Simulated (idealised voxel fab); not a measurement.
The process module presented herein is designated voxel air gaps.
Pictured: cross-section cut, 205 nm wide, on a grid of 5 nm square cells.
In this document a cross-section is written as a grid of square cells. It is given as a series of bands, listed from the top down, and a band is one or more rows of cells. Quick guide to a band line: top height, bottom height (nm) up front; then every material left to right with its width in nm. Only one material and it's marked "edge to edge"? Then it fills the band edge to edge. And "empty" just means empty space. Heights are measured from 0, the level below which the as-received wafer is all one material; the lowest band has no bottom and continues downward, written as in "0..down". Width: "30->40" (first number = top row, second number = bottom row, same change from row to row of cells). The designation "nothing altered", where it is given for a processing step, indicates that no cell of the cross-section was altered in the course of that step. Reported under the label "Sealed cavities" are the empty spaces having no open way to the top and comprising 8 cells or more; the notation for each is width x height at distance, in which the distance is measured from the left edge and all three values are in nm. On each step's line, the part that comes after the settings is the simulator's own comment on the step. On any step carrying a mask, the "overlay nm" setting, if present on the step's line, tells how far right of its planned place the mask lay; negative values point to the left.
THE FOLLOWING LIST GIVES THE PLANNED PROCESS STEPS
1 RECEIVE (material Si)
2 CONFORMAL_DEP (material SiO2; thk nm 10)
3 CONFORMAL_DEP (material SiN; thk nm 5)
4 DIRECTIONAL_DEP (material lowk; thk nm 35)
5 PATTERN (tone open; mask id LINES; material resist; width nm 20; pitch nm 50; thk nm 20; overlay nm 0)
6 DIRECTIONAL_ETCH (etch materials lowk; depth nm 35)
7 STRIP (etch materials resist)
8 CONFORMAL_DEP (material TiN; thk nm 5)
9 FILL_DEP (material Cu; thk nm 10)
10 CMP (height nm 50)
11 EPI (material Ru; thk nm 10)
12 SELECTIVE_ETCH (etch materials lowk; depth nm 45)
13 CONFORMAL_DEP (material SiCN; thk nm 5)
FIRST WAFER OUT OF TWO, PROCESSED AS PLANNED
THIS IS THE CROSS-SECTION OF THE WAFER AS WE RECEIVED IT, I.E. AFTER STEP 1
  0..down | Si edge to edge
  Sealed cavities: none
THE WAFER IN CROSS-SECTION ONCE STEP 2 IS COMPLETE
  10..0 | SiO2 edge to edge
  Unchanged below 0.
THE WAFER IN CROSS-SECTION ONCE STEP 3 IS COMPLETE
  15..10 | SiN edge to edge
  Unchanged below 10.
THE WAFER IN CROSS-SECTION ONCE STEP 4 IS COMPLETE
  50..15 | lowk edge to edge
  Unchanged below 15.
THE WAFER IN CROSS-SECTION ONCE STEP 5 IS COMPLETE
  70..50 | 40 resist / 20 empty / 30 resist / 20 empty / 30 resist / 20 empty / 45 resist
  Unchanged below 50.
THE WAFER IN CROSS-SECTION ONCE STEP 6 IS COMPLETE
  70..50 | 40 resist / 20 empty / 30 resist / 20 empty / 30 resist / 20 empty / 45 resist
  50..15 | 40 lowk / 20 empty / 30 lowk / 20 empty / 30 lowk / 20 empty / 45 lowk
  Unchanged below 15.
THE WAFER IN CROSS-SECTION ONCE STEP 7 IS COMPLETE
  50..15 | 40 lowk / 20 empty / 30 lowk / 20 empty / 30 lowk / 20 empty / 45 lowk
  Unchanged below 15.
THE WAFER IN CROSS-SECTION ONCE STEP 8 IS COMPLETE
  55..50 | 45 TiN / 10 empty / 40 TiN / 10 empty / 40 TiN / 10 empty / 50 TiN
  50..20 | 40 lowk / 5 TiN / 10 empty / 5 TiN / 30 lowk / 5 TiN / 10 empty / 5 TiN / 30 lowk / 5 TiN / 10 empty / 5 TiN / 45 lowk
  20..15 | 40 lowk / 20 TiN / 30 lowk / 20 TiN / 30 lowk / 20 TiN / 45 lowk
  Unchanged below 15.
THE WAFER IN CROSS-SECTION ONCE STEP 9 IS COMPLETE
  65..55 | Cu edge to edge
  55..50 | 45 TiN / 10 Cu / 40 TiN / 10 Cu / 40 TiN / 10 Cu / 50 TiN
  50..20 | 40 lowk / 5 TiN / 10 Cu / 5 TiN / 30 lowk / 5 TiN / 10 Cu / 5 TiN / 30 lowk / 5 TiN / 10 Cu / 5 TiN / 45 lowk
  Unchanged below 20.
THE WAFER IN CROSS-SECTION ONCE STEP 10 IS COMPLETE
  50..20 | 40 lowk / 5 TiN / 10 Cu / 5 TiN / 30 lowk / 5 TiN / 10 Cu / 5 TiN / 30 lowk / 5 TiN / 10 Cu / 5 TiN / 45 lowk
  Unchanged below 20.
THE WAFER IN CROSS-SECTION ONCE STEP 11 IS COMPLETE
  60..50 | 30 empty / 40 Ru / 10 empty / 40 Ru / 10 empty / 40 Ru / 35 empty
  Unchanged below 50.
THE WAFER IN CROSS-SECTION ONCE STEP 12 IS COMPLETE
  60..50 | 30 empty / 40 Ru / 10 empty / 40 Ru / 10 empty / 40 Ru / 35 empty
  50..20 | 40 empty / 5 TiN / 10 Cu / 5 TiN / 30 empty / 5 TiN / 10 Cu / 5 TiN / 30 empty / 5 TiN / 10 Cu / 5 TiN / 45 empty
  20..15 | 40 empty / 20 TiN / 30 empty / 20 TiN / 30 empty / 20 TiN / 45 empty
  Unchanged below 15.
THE WAFER IN CROSS-SECTION ONCE STEP 13 IS COMPLETE
  65..60 | 25 empty / 150 SiCN / 30 empty
  60..50 | 25 empty / 5 SiCN / 40 Ru / 10 SiCN / 40 Ru / 10 SiCN / 40 Ru / 5 SiCN / 30 empty
  50..45 | 25 empty / 15 SiCN / 5 TiN / 10 Cu / 5 TiN / 30 SiCN / 5 TiN / 10 Cu / 5 TiN / 30 SiCN / 5 TiN / 10 Cu / 5 TiN / 15 SiCN / 30 empty
  45..20 | 35 empty / 5 SiCN / 5 TiN / 10 Cu / 5 TiN / 5 SiCN / 20 empty / 5 SiCN / 5 TiN / 10 Cu / 5 TiN / 5 SiCN / 20 empty / 5 SiCN / 5 TiN / 10 Cu / 5 TiN / 5 SiCN / 40 empty
  20..15 | 40 SiCN / 20 TiN / 30 SiCN / 20 TiN / 30 SiCN / 20 TiN / 45 SiCN
  Unchanged below 15.
  Sealed cavities: 20 x 25 at 65; 20 x 25 at 115
THE REMAINING WAFER, SECOND OF THE TWO, STARTED LIKE THE FIRST AND WAS RUN TO THE SAME PLAN, EXCEPT THAT ONE MISTAKE WAS MADE ALONG THE WAY; THE TWO COINCIDE THROUGH STEP 10, INCLUSIVE
SECOND WAFER SHOWN IN CROSS-SECTION AT THE TIME STEP 11 WAS SLATED TO END
  70..50 | 20 empty / 160 Ru / 25 empty
  Unchanged below 50.
SECOND WAFER SHOWN IN CROSS-SECTION AT THE TIME STEP 12 WAS SLATED TO END
  70..50 | 20 empty / 160 Ru / 25 empty
  50..20 | 40 empty / 5 TiN / 10 Cu / 5 TiN / 30 lowk / 5 TiN / 10 Cu / 5 TiN / 30 lowk / 5 TiN / 10 Cu / 5 TiN / 45 empty
  20..15 | 40 empty / 20 TiN / 30 lowk / 20 TiN / 30 lowk / 20 TiN / 45 empty
  Unchanged below 15.
SECOND WAFER SHOWN IN CROSS-SECTION AT THE TIME STEP 13 WAS SLATED TO END
  75..70 | 15 empty / 170 SiCN / 20 empty
  70..50 | 15 empty / 5 SiCN / 160 Ru / 5 SiCN / 20 empty
  50..45 | 15 empty / 25 SiCN / 5 TiN / 10 Cu / 5 TiN / 30 lowk / 5 TiN / 10 Cu / 5 TiN / 30 lowk / 5 TiN / 10 Cu / 5 TiN / 25 SiCN / 20 empty
  45..20 | 35 empty / 5 SiCN / 5 TiN / 10 Cu / 5 TiN / 30 lowk / 5 TiN / 10 Cu / 5 TiN / 30 lowk / 5 TiN / 10 Cu / 5 TiN / 5 SiCN / 40 empty
  20..15 | 40 SiCN / 20 TiN / 30 lowk / 20 TiN / 30 lowk / 20 TiN / 45 SiCN
  Unchanged below 15.
Run error: it should be noted that step 11 of the plan was executed twice
The final cell counts differ between the wafers, with the second having more or fewer of some materials than the first: Ru: 80 more; SiCN: 40 fewer; lowk: 84 more
closed voids at the end (first wafer, second wafer): 2, 0
